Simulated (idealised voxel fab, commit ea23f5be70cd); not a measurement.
process module | voxel capacitor over wiring
cross-section cut | 275 nm wide | cells 5 nm
A cross-section is a grid of square cells, given in bands from the top down. A band is one or more rows of cells.
Each band's line starts with the height of the band's top and of its bottom, in nm. Then come its materials from left to right, each with its width in nm. One material with "throughout" fills the band from edge to edge. "air" is empty space.
Height 0 is the level under which the wafer as received is all one material. The lowest band goes on downwards, as in "0 down".
A width such as "30 to 40" changes by the same amount from each row of cells to the next, from the band's top row to its bottom row.
"no change" after a step means that no cell of the cross-section changed.
closed voids: empty space of 8 cells or more with no open way to the top, each as width x height at its distance from the left edge, in nm
after a step's settings: what the simulator itself notes on the step
overlay nm, on a step with a mask: how far to the right of its planned place the mask lay; to the left if negative
Each pair below shows a cross-section before one step and the cross-section after it, down to the lowest band that changed. The line under each pair gives the step between them, with its settings. The pairs can come from different runs of this module on the same starting wafer, so a pair continues from the pair above only where its "before" says so.
before
  55 to 35: lowk throughout
  35 to 30: SiCN throughout
  30 to 15: lowk 75 | SiN 5 | Ru 25 | SiN 5 | lowk 50 | SiN 5 | Ru 25 | SiN 5 | lowk 80
  15 to 10: SiN 80 | TiN 25 | SiN 60 | TiN 25 | SiN 85
  10 to 0: SiO2 throughout
  0 down: Si throughout
  closed voids: none
after
  70 to 55: resist 95 | air 15 | resist 165
  below 55: unchanged
  closed voids: none
the step between: op PATTERN | tone open | mask id PLUG_1 | material resist | width nm 15 | thk nm 15 | overlay nm 5
before: the cross-section after the pair above
after
  70 to 55: resist 95 | air 15 | resist 165
  55 to 35: lowk 95 | air 15 | lowk 165
  below 35: unchanged
  closed voids: none
the step between: op DIRECTIONAL_ETCH | etch materials lowk | depth nm 20
before: the cross-section after the pair above
after
  70 to 55: resist 95 | air 15 | resist 165
  55 to 35: lowk 95 | air 15 | lowk 165
  35 to 30: SiCN 95 | air 15 | SiCN 165
  below 30: unchanged
  closed voids: none
the step between: op DIRECTIONAL_ETCH | etch materials SiCN | depth nm 5
before: the cross-section after the pair above
after
  55 to 35: lowk 95 | air 15 | lowk 165
  below 35: unchanged
  closed voids: none
the step between: op STRIP | etch materials resist
before: the cross-section after the pair above
after
  55 to 40: lowk 95 | air 15 | lowk 165
  40 to 35: lowk 95 | Ru 15 | lowk 165
  35 to 30: SiCN 95 | Ru 15 | SiCN 165
  below 30: unchanged
  closed voids: none
the step between: op EPI | material Ru | thk nm 10
before: the cross-section after the pair above
after
  55 to 50: lowk 95 | air 15 | lowk 165
  50 to 35: lowk 95 | Ru 15 | lowk 165
  below 35: unchanged
  closed voids: none
the step between: op EPI | material Ru | thk nm 10
before: the cross-section after the pair above
after
  55 to 35: lowk 95 | Ru 15 | lowk 165
  below 35: unchanged
  closed voids: none
the step between: op EPI | material Ru | thk nm 5
before: the cross-section after the pair above
after
  60 to 55: TiN throughout
  below 55: unchanged
  closed voids: none
the step between: op DIRECTIONAL_DEP | material TiN | thk nm 5
before: the cross-section after the pair above
after
  65 to 60: Al2O3 throughout
  below 60: unchanged
  closed voids: none
the step between: op DIRECTIONAL_DEP | material Al2O3 | thk nm 5
before: the cross-section after the pair above
after
  70 to 65: TiN throughout
  below 65: unchanged
  closed voids: none
the step between: op DIRECTIONAL_DEP | material TiN | thk nm 5
before: the cross-section after the pair above
after
  90 to 70: air 90 | resist 65 | air 120
  below 70: unchanged
  closed voids: none
the step between: op PATTERN | tone cover | mask id UPPER_PLATE | material resist | width nm 65 | thk nm 20 | overlay nm 0
before: the cross-section after the pair above
after
  90 to 70: air 90 | resist 65 | air 120
  70 to 65: air 90 | TiN 65 | air 120
  below 65: unchanged
  closed voids: none
the step between: op DIRECTIONAL_ETCH | etch materials TiN | depth nm 5
before: the cross-section after the pair above
after
  90 to 70: air 90 | resist 65 | air 120
  70 to 65: air 90 | TiN 65 | air 120
  65 to 60: air 90 | Al2O3 65 | air 120
  below 60: unchanged
  closed voids: none
the step between: op DIRECTIONAL_ETCH | etch materials Al2O3 | depth nm 5
before: the cross-section after the pair above
after
  70 to 65: air 90 | TiN 65 | air 120
  below 65: unchanged
  closed voids: none
the step between: op STRIP | etch materials resist
before: the cross-section after the pair above
after
  90 to 70: air 85 | resist 75 | air 115
  70 to 65: air 85 | resist 5 | TiN 65 | resist 5 | air 115
  65 to 60: air 85 | resist 5 | Al2O3 65 | resist 5 | air 115
  below 60: unchanged
  closed voids: none
the step between: op PATTERN | tone cover | mask id LOWER_PLATE | material resist | width nm 75 | thk nm 20 | overlay nm 0
before: the cross-section after the pair above
after
  90 to 70: air 85 | resist 75 | air 115
  70 to 65: air 85 | resist 5 | TiN 65 | resist 5 | air 115
  65 to 60: air 85 | resist 5 | Al2O3 65 | resist 5 | air 115
  60 to 55: air 85 | TiN 75 | air 115
  below 55: unchanged
  closed voids: none
the step between: op DIRECTIONAL_ETCH | etch materials TiN | depth nm 5
before: the cross-section after the pair above
after
  70 to 65: air 90 | TiN 65 | air 120
  65 to 60: air 90 | Al2O3 65 | air 120
  below 60: unchanged
  closed voids: none
the step between: op STRIP | etch materials resist
before: the cross-section after the pair above
after
  90 to 70: SiO2 throughout
  70 to 65: SiO2 90 | TiN 65 | SiO2 120
  65 to 60: SiO2 90 | Al2O3 65 | SiO2 120
  60 to 55: SiO2 85 | TiN 75 | SiO2 115
  below 55: unchanged
  closed voids: none
the step between: op FILL_DEP | material SiO2 | thk nm 20
before: the cross-section after the pair above
after
  85 to 70: SiO2 throughout
  below 70: unchanged
  closed voids: none
the step between: op CMP | height nm 85
before: the cross-section after the pair above
after
  105 to 85: resist 100 | air 15 | resist 160
  below 85: unchanged
  closed voids: none
the step between: op PATTERN | tone open | mask id PLUG_2 | material resist | width nm 15 | thk nm 20 | overlay nm 0
before: the cross-section after the pair above
after
  105 to 85: resist 100 | air 15 | resist 160
  85 to 70: SiO2 100 | air 15 | SiO2 160
  below 70: unchanged
  closed voids: none
the step between: op DIRECTIONAL_ETCH | etch materials SiO2 | depth nm 15
before: the cross-section after the pair above
after
  85 to 70: SiO2 100 | air 15 | SiO2 160
  below 70: unchanged
  closed voids: none
the step between: op STRIP | etch materials resist
before: the cross-section after the pair above
after
  90 to 85: TiN 105 | air 5 | TiN 165
  85 to 75: SiO2 100 | TiN 5 | air 5 | TiN 5 | SiO2 160
  75 to 65: SiO2 100 to 90 | TiN 15 to 65 | SiO2 160 to 120
  below 65: unchanged
  closed voids: none
the step between: op CONFORMAL_DEP | material TiN | thk nm 5
before: the cross-section after the pair above
after
  95 to 90: W throughout
  90 to 85: TiN 105 | W 5 | TiN 165
  85 to 75: SiO2 100 | TiN 5 | W 5 | TiN 5 | SiO2 160
  below 75: unchanged
  closed voids: none
the step between: op FILL_DEP | material W | thk nm 5
before: the cross-section after the pair above
after
  85 to 75: SiO2 100 | TiN 5 | W 5 | TiN 5 | SiO2 160
  below 75: unchanged
  closed voids: none
the step between: op CMP | height nm 85
before: the cross-section after the pair above
after
  90 to 85: SiCN throughout
  below 85: unchanged
  closed voids: none
the step between: op CONFORMAL_DEP | material SiCN | thk nm 5
before
  35 to 30: air 75 | SiN 35 | air 50 | SiN 35 | air 80
  30 to 15: air 75 | SiN 5 | Ru 25 | SiN 5 | air 50 | SiN 5 | Ru 25 | SiN 5 | air 80
  15 to 10: SiN 80 | TiN 25 | SiN 60 | TiN 25 | SiN 85
  10 to 0: SiO2 throughout
  0 down: Si throughout
  closed voids: none
after
  40 to 35: SiO2 throughout
  35 to 30: SiO2 75 | SiN 35 | SiO2 50 | SiN 35 | SiO2 80
  30 to 15: SiO2 75 | SiN 5 | Ru 25 | SiN 5 | SiO2 50 | SiN 5 | Ru 25 | SiN 5 | SiO2 80
  below 15: unchanged
  closed voids: none
the step between: op FILL_DEP | material SiO2 | thk nm 5
before: the cross-section after the pair above
after
  30 to 15: SiO2 75 | SiN 5 | Ru 25 | SiN 5 | SiO2 50 | SiN 5 | Ru 25 | SiN 5 | SiO2 80
  below 15: unchanged
  closed voids: none
the step between: op CMP | height nm 30
before: the cross-section after the pair above
after
  35 to 30: SiCN throughout
  below 30: unchanged
  closed voids: none
the step between: op CONFORMAL_DEP | material SiCN | thk nm 5
before: the cross-section after the pair above
after
  55 to 35: lowk throughout
  below 35: unchanged
  closed voids: none
the step between: op DIRECTIONAL_DEP | material lowk | thk nm 20
before: the cross-section after the pair above
after
  70 to 55: resist 90 | air 15 | resist 170
  below 55: unchanged
  closed voids: none
the step between: op PATTERN | tone open | mask id PLUG_1 | material resist | width nm 15 | thk nm 15 | overlay nm 0
before: the cross-section after the pair above
after
  70 to 55: resist 90 | air 15 | resist 170
  55 to 35: lowk 90 | air 15 | lowk 170
  below 35: unchanged
  closed voids: none
the step between: op DIRECTIONAL_ETCH | etch materials lowk | depth nm 20
before: the cross-section after the pair above
after
  70 to 55: resist 90 | air 15 | resist 170
  55 to 35: lowk 90 | air 15 | lowk 170
  35 to 30: SiCN 90 | air 15 | SiCN 170
  below 30: unchanged
  closed voids: none
the step between: op DIRECTIONAL_ETCH | etch materials SiCN | depth nm 5
before: the cross-section after the pair above
after
  55 to 35: lowk 90 | air 15 | lowk 170
  below 35: unchanged
  closed voids: none
the step between: op STRIP | etch materials resist
before: the cross-section after the pair above
after
  55 to 40: lowk 90 | air 15 | lowk 170
  40 to 35: lowk 90 | Ru 15 | lowk 170
  35 to 30: SiCN 90 | Ru 15 | SiCN 170
  below 30: unchanged
  closed voids: none
the step between: op EPI | material Ru | thk nm 10
before: the cross-section after the pair above
after
  55 to 50: lowk 90 | air 15 | lowk 170
  50 to 35: lowk 90 | Ru 15 | lowk 170
  below 35: unchanged
  closed voids: none
the step between: op EPI | material Ru | thk nm 10
before: the cross-section after the pair above
after
  55 to 35: lowk 90 | Ru 15 | lowk 170
  below 35: unchanged
  closed voids: none
the step between: op EPI | material Ru | thk nm 5
before: the cross-section after the pair above
after
  60 to 55: TiN throughout
  below 55: unchanged
  closed voids: none
the step between: op DIRECTIONAL_DEP | material TiN | thk nm 5
before: the cross-section after the pair above
after
  65 to 60: Al2O3 throughout
  below 60: unchanged
  closed voids: none
the step between: op DIRECTIONAL_DEP | material Al2O3 | thk nm 5
before: the cross-section after the pair above
after
  70 to 65: TiN throughout
  below 65: unchanged
  closed voids: none
the step between: op DIRECTIONAL_DEP | material TiN | thk nm 5
before: the cross-section after the pair above
after
  90 to 70: air 90 | resist 65 | air 120
  below 70: unchanged
  closed voids: none
the step between: op PATTERN | tone cover | mask id UPPER_PLATE | material resist | width nm 65 | thk nm 20 | overlay nm 0
before: the cross-section after the pair above
after
  90 to 70: air 90 | resist 65 | air 120
  70 to 65: air 90 | TiN 65 | air 120
  below 65: unchanged
  closed voids: none
the step between: op DIRECTIONAL_ETCH | etch materials TiN | depth nm 5
before: the cross-section after the pair above
after
  90 to 70: air 90 | resist 65 | air 120
  70 to 65: air 90 | TiN 65 | air 120
  65 to 60: air 90 | Al2O3 65 | air 120
  below 60: unchanged
  closed voids: none
the step between: op DIRECTIONAL_ETCH | etch materials Al2O3 | depth nm 5
before: the cross-section after the pair above
after
  70 to 65: air 90 | TiN 65 | air 120
  below 65: unchanged
  closed voids: none
the step between: op STRIP | etch materials resist
before: the cross-section after the pair above
after
  90 to 70: air 85 | resist 75 | air 115
  70 to 65: air 85 | resist 5 | TiN 65 | resist 5 | air 115
  65 to 60: air 85 | resist 5 | Al2O3 65 | resist 5 | air 115
  below 60: unchanged
  closed voids: none
the step between: op PATTERN | tone cover | mask id LOWER_PLATE | material resist | width nm 75 | thk nm 20 | overlay nm 0
before: the cross-section after the pair above
after
  90 to 70: air 85 | resist 75 | air 115
  70 to 65: air 85 | resist 5 | TiN 65 | resist 5 | air 115
  65 to 60: air 85 | resist 5 | Al2O3 65 | resist 5 | air 115
  60 to 55: air 85 | TiN 75 | air 115
  below 55: unchanged
  closed voids: none
the step between: op DIRECTIONAL_ETCH | etch materials TiN | depth nm 5
before: the cross-section after the pair above
after
  70 to 65: air 90 | TiN 65 | air 120
  65 to 60: air 90 | Al2O3 65 | air 120
  below 60: unchanged
  closed voids: none
the step between: op STRIP | etch materials resist
before: the cross-section after the pair above
after
  90 to 70: SiO2 throughout
  70 to 65: SiO2 90 | TiN 65 | SiO2 120
  65 to 60: SiO2 90 | Al2O3 65 | SiO2 120
  60 to 55: SiO2 85 | TiN 75 | SiO2 115
  below 55: unchanged
  closed voids: none
the step between: op FILL_DEP | material SiO2 | thk nm 20
before: the cross-section after the pair above
after
  85 to 70: SiO2 throughout
  below 70: unchanged
  closed voids: none
the step between: op CMP | height nm 85
before: the cross-section after the pair above
after
  105 to 85: resist 100 | air 15 | resist 160
  below 85: unchanged
  closed voids: none
the step between: op PATTERN | tone open | mask id PLUG_2 | material resist | width nm 15 | thk nm 20 | overlay nm 0
before: the cross-section after the pair above
after
  105 to 85: resist 100 | air 15 | resist 160
  85 to 70: SiO2 100 | air 15 | SiO2 160
  below 70: unchanged
  closed voids: none
the step between: op DIRECTIONAL_ETCH | etch materials SiO2 | depth nm 15
before: the cross-section after the pair above
after
  85 to 70: SiO2 100 | air 15 | SiO2 160
  below 70: unchanged
  closed voids: none
the step between: op STRIP | etch materials resist
before: the cross-section after the pair above
after
  90 to 85: TiN 105 | air 5 | TiN 165
  85 to 75: SiO2 100 | TiN 5 | air 5 | TiN 5 | SiO2 160
  75 to 65: SiO2 100 to 90 | TiN 15 to 65 | SiO2 160 to 120
  below 65: unchanged
  closed voids: none
the step between: op CONFORMAL_DEP | material TiN | thk nm 5
before: the cross-section after the pair above
after
  95 to 90: W throughout
  90 to 85: TiN 105 | W 5 | TiN 165
  85 to 75: SiO2 100 | TiN 5 | W 5 | TiN 5 | SiO2 160
  below 75: unchanged
  closed voids: none
the step between: op FILL_DEP | material W | thk nm 5
before: the cross-section after the pair above
after
  85 to 75: SiO2 100 | TiN 5 | W 5 | TiN 5 | SiO2 160
  below 75: unchanged
  closed voids: none
the step between: op CMP | height nm 85
before: the cross-section after the pair above
after
  90 to 85: SiCN throughout
  below 85: unchanged
  closed voids: none
the step between: op CONFORMAL_DEP | material SiCN | thk nm 5
before
  40 to 30: aC throughout
  30 to 15: Ru throughout
  15 to 10: TiN throughout
  10 to 0: SiO2 throughout
  0 down: Si throughout
  closed voids: none
after
  70 to 40: resist 80 | air 25 | resist 60 | air 25 | resist 85
  below 40: unchanged
  closed voids: none
the step between: op PATTERN | tone open | mask id METAL_1 | material resist | width nm 25 | pitch nm 85 | thk nm 30 | overlay nm 0
before: the cross-section after the pair above
after
  60 to 40: resist 80 | air 25 | resist 60 | air 25 | resist 85
  40 to 30: aC 80 | air 25 | aC 60 | air 25 | aC 85
  below 30: unchanged
  closed voids: none
the step between: op DIRECTIONAL_ETCH | etch materials aC | depth nm 10
before: the cross-section after the pair above
after
  40 to 30: aC 80 | air 25 | aC 60 | air 25 | aC 85
  below 30: unchanged
  closed voids: none
the step between: op STRIP | etch materials resist
before: the cross-section after the pair above
after
  40 to 30: aC 80 | air 25 | aC 60 | air 25 | aC 85
  30 to 15: Ru 80 | air 25 | Ru 60 | air 25 | Ru 85
  below 15: unchanged
  closed voids: none
the step between: op DIRECTIONAL_ETCH | etch materials Ru | depth nm 15
before: the cross-section after the pair above
after
  40 to 30: aC 80 | air 25 | aC 60 | air 25 | aC 85
  30 to 15: Ru 80 | air 25 | Ru 60 | air 25 | Ru 85
  15 to 10: TiN 80 | air 25 | TiN 60 | air 25 | TiN 85
  below 10: unchanged
  closed voids: none
the step between: op DIRECTIONAL_ETCH | etch materials TiN | depth nm 5
before: the cross-section after the pair above
after
  30 to 15: Ru 80 | air 25 | Ru 60 | air 25 | Ru 85
  below 15: unchanged
  closed voids: none
the step between: op STRIP | etch materials aC
before: the cross-section after the pair above
after
  35 to 30: SiN 85 | air 15 | SiN 70 | air 15 | SiN 90
  30 to 15: Ru 80 | SiN 5 | air 15 | SiN 5 | Ru 60 | SiN 5 | air 15 | SiN 5 | Ru 85
  15 to 10: TiN 80 | SiN 25 | TiN 60 | SiN 25 | TiN 85
  below 10: unchanged
  closed voids: none
the step between: op CONFORMAL_DEP | material SiN | thk nm 5
before: the cross-section after the pair above
after
  40 to 35: lowk throughout
  35 to 30: SiN 85 | lowk 15 | SiN 70 | lowk 15 | SiN 90
  30 to 15: Ru 80 | SiN 5 | lowk 15 | SiN 5 | Ru 60 | SiN 5 | lowk 15 | SiN 5 | Ru 85
  below 15: unchanged
  closed voids: none
the step between: op FILL_DEP | material lowk | thk nm 5
before: the cross-section after the pair above
after
  30 to 15: Ru 80 | SiN 5 | lowk 15 | SiN 5 | Ru 60 | SiN 5 | lowk 15 | SiN 5 | Ru 85
  below 15: unchanged
  closed voids: none
the step between: op CMP | height nm 30
before: the cross-section after the pair above
after
  35 to 30: SiCN throughout
  below 30: unchanged
  closed voids: none
the step between: op CONFORMAL_DEP | material SiCN | thk nm 5
before: the cross-section after the pair above
after
  55 to 35: lowk throughout
  below 35: unchanged
  closed voids: none
the step between: op DIRECTIONAL_DEP | material lowk | thk nm 20
before: the cross-section after the pair above
after
  70 to 55: resist 90 | air 15 | resist 170
  below 55: unchanged
  closed voids: none
the step between: op PATTERN | tone open | mask id PLUG_1 | material resist | width nm 15 | thk nm 15 | overlay nm 0
before: the cross-section after the pair above
after
  70 to 55: resist 90 | air 15 | resist 170
  55 to 35: lowk 90 | air 15 | lowk 170
  below 35: unchanged
  closed voids: none
the step between: op DIRECTIONAL_ETCH | etch materials lowk | depth nm 20
before: the cross-section after the pair above
after
  70 to 55: resist 90 | air 15 | resist 170
  55 to 35: lowk 90 | air 15 | lowk 170
  35 to 30: SiCN 90 | air 15 | SiCN 170
  below 30: unchanged
  closed voids: none
the step between: op DIRECTIONAL_ETCH | etch materials SiCN | depth nm 5
before: the cross-section after the pair above
after
  55 to 35: lowk 90 | air 15 | lowk 170
  below 35: unchanged
  closed voids: none
the step between: op STRIP | etch materials resist
before: the cross-section after the pair above
after
  60 to 55: TiN 90 | air 15 | TiN 170
  55 to 35: lowk 90 | air 15 | lowk 170
  35 to 30: SiCN 90 | TiN 15 | SiCN 170
  below 30: unchanged
  closed voids: none
the step between: op DIRECTIONAL_DEP | material TiN | thk nm 5
before: the cross-section after the pair above
after
  65 to 60: Al2O3 90 | air 15 | Al2O3 170
  60 to 55: TiN 90 | air 15 | TiN 170
  55 to 40: lowk 90 | air 15 | lowk 170
  40 to 35: lowk 90 | Al2O3 15 | lowk 170
  below 35: unchanged
  closed voids: none
the step between: op DIRECTIONAL_DEP | material Al2O3 | thk nm 5
before: the cross-section after the pair above
after
  70 to 65: TiN 90 | air 15 | TiN 170
  65 to 60: Al2O3 90 | air 15 | Al2O3 170
  60 to 55: TiN 90 | air 15 | TiN 170
  55 to 45: lowk 90 | air 15 | lowk 170
  45 to 40: lowk 90 | TiN 15 | lowk 170
  below 40: unchanged
  closed voids: none
the step between: op DIRECTIONAL_DEP | material TiN | thk nm 5
before: the cross-section after the pair above
after
  90 to 70: air 90 | resist 65 | air 120
  70 to 65: TiN 90 | resist 15 | TiN 170
  65 to 60: Al2O3 90 | resist 15 | Al2O3 170
  60 to 55: TiN 90 | resist 15 | TiN 170
  55 to 45: lowk 90 | resist 15 | lowk 170
  below 45: unchanged
  closed voids: none
the step between: op PATTERN | tone cover | mask id UPPER_PLATE | material resist | width nm 65 | thk nm 20 | overlay nm 0
before: the cross-section after the pair above
after
  90 to 70: air 90 | resist 65 | air 120
  70 to 65: air 90 | resist 15 | TiN 50 | air 120
  below 65: unchanged
  closed voids: none
the step between: op DIRECTIONAL_ETCH | etch materials TiN | depth nm 5
before: the cross-section after the pair above
after
  90 to 70: air 90 | resist 65 | air 120
  70 to 65: air 90 | resist 15 | TiN 50 | air 120
  65 to 60: air 90 | resist 15 | Al2O3 50 | air 120
  below 60: unchanged
  closed voids: none
the step between: op DIRECTIONAL_ETCH | etch materials Al2O3 | depth nm 5
before: the cross-section after the pair above
after
  70 to 65: air 105 | TiN 50 | air 120
  65 to 60: air 105 | Al2O3 50 | air 120
  60 to 55: TiN 90 | air 15 | TiN 170
  55 to 45: lowk 90 | air 15 | lowk 170
  below 45: unchanged
  closed voids: none
the step between: op STRIP | etch materials resist
before: the cross-section after the pair above
after
  90 to 70: air 85 | resist 75 | air 115
  70 to 65: air 85 | resist 20 | TiN 50 | resist 5 | air 115
  65 to 60: air 85 | resist 20 | Al2O3 50 | resist 5 | air 115
  60 to 55: TiN 90 | resist 15 | TiN 170
  55 to 45: lowk 90 | resist 15 | lowk 170
  below 45: unchanged
  closed voids: none
the step between: op PATTERN | tone cover | mask id LOWER_PLATE | material resist | width nm 75 | thk nm 20 | overlay nm 0
before: the cross-section after the pair above
after
  90 to 70: air 85 | resist 75 | air 115
  70 to 65: air 85 | resist 20 | TiN 50 | resist 5 | air 115
  65 to 60: air 85 | resist 20 | Al2O3 50 | resist 5 | air 115
  60 to 55: air 85 | TiN 5 | resist 15 | TiN 55 | air 115
  below 55: unchanged
  closed voids: none
the step between: op DIRECTIONAL_ETCH | etch materials TiN | depth nm 5
before: the cross-section after the pair above
after
  70 to 65: air 105 | TiN 50 | air 120
  65 to 60: air 105 | Al2O3 50 | air 120
  60 to 55: air 85 | TiN 5 | air 15 | TiN 55 | air 115
  55 to 45: lowk 90 | air 15 | lowk 170
  below 45: unchanged
  closed voids: none
the step between: op STRIP | etch materials resist
before: the cross-section after the pair above
after
  90 to 70: SiO2 throughout
  70 to 65: SiO2 105 | TiN 50 | SiO2 120
  65 to 60: SiO2 105 | Al2O3 50 | SiO2 120
  60 to 55: SiO2 85 | TiN 5 | SiO2 15 | TiN 55 | SiO2 115
  55 to 45: lowk 90 | SiO2 15 | lowk 170
  below 45: unchanged
  closed voids: none
the step between: op FILL_DEP | material SiO2 | thk nm 20
before: the cross-section after the pair above
after
  85 to 70: SiO2 throughout
  below 70: unchanged
  closed voids: none
the step between: op CMP | height nm 85
before: the cross-section after the pair above
after
  105 to 85: resist 100 | air 15 | resist 160
  below 85: unchanged
  closed voids: none
the step between: op PATTERN | tone open | mask id PLUG_2 | material resist | width nm 15 | thk nm 20 | overlay nm 0
before: the cross-section after the pair above
after
  105 to 85: resist 100 | air 15 | resist 160
  85 to 70: SiO2 100 | air 15 | SiO2 160
  below 70: unchanged
  closed voids: none
the step between: op DIRECTIONAL_ETCH | etch materials SiO2 | depth nm 15
before: the cross-section after the pair above
after
  85 to 70: SiO2 100 | air 15 | SiO2 160
  below 70: unchanged
  closed voids: none
the step between: op STRIP | etch materials resist
before: the cross-section after the pair above
after
  90 to 85: TiN 105 | air 5 | TiN 165
  85 to 75: SiO2 100 | TiN 5 | air 5 | TiN 5 | SiO2 160
  75 to 65: SiO2 100 to 105 | TiN 15 to 50 | SiO2 160 to 120
  below 65: unchanged
  closed voids: none
the step between: op CONFORMAL_DEP | material TiN | thk nm 5
before: the cross-section after the pair above
after
  95 to 90: W throughout
  90 to 85: TiN 105 | W 5 | TiN 165
  85 to 75: SiO2 100 | TiN 5 | W 5 | TiN 5 | SiO2 160
  below 75: unchanged
  closed voids: none
the step between: op FILL_DEP | material W | thk nm 5
before: the cross-section after the pair above
after
  85 to 75: SiO2 100 | TiN 5 | W 5 | TiN 5 | SiO2 160
  below 75: unchanged
  closed voids: none
the step between: op CMP | height nm 85
before: the cross-section after the pair above
after
  90 to 85: SiCN throughout
  below 85: unchanged
  closed voids: none
the step between: op CONFORMAL_DEP | material SiCN | thk nm 5
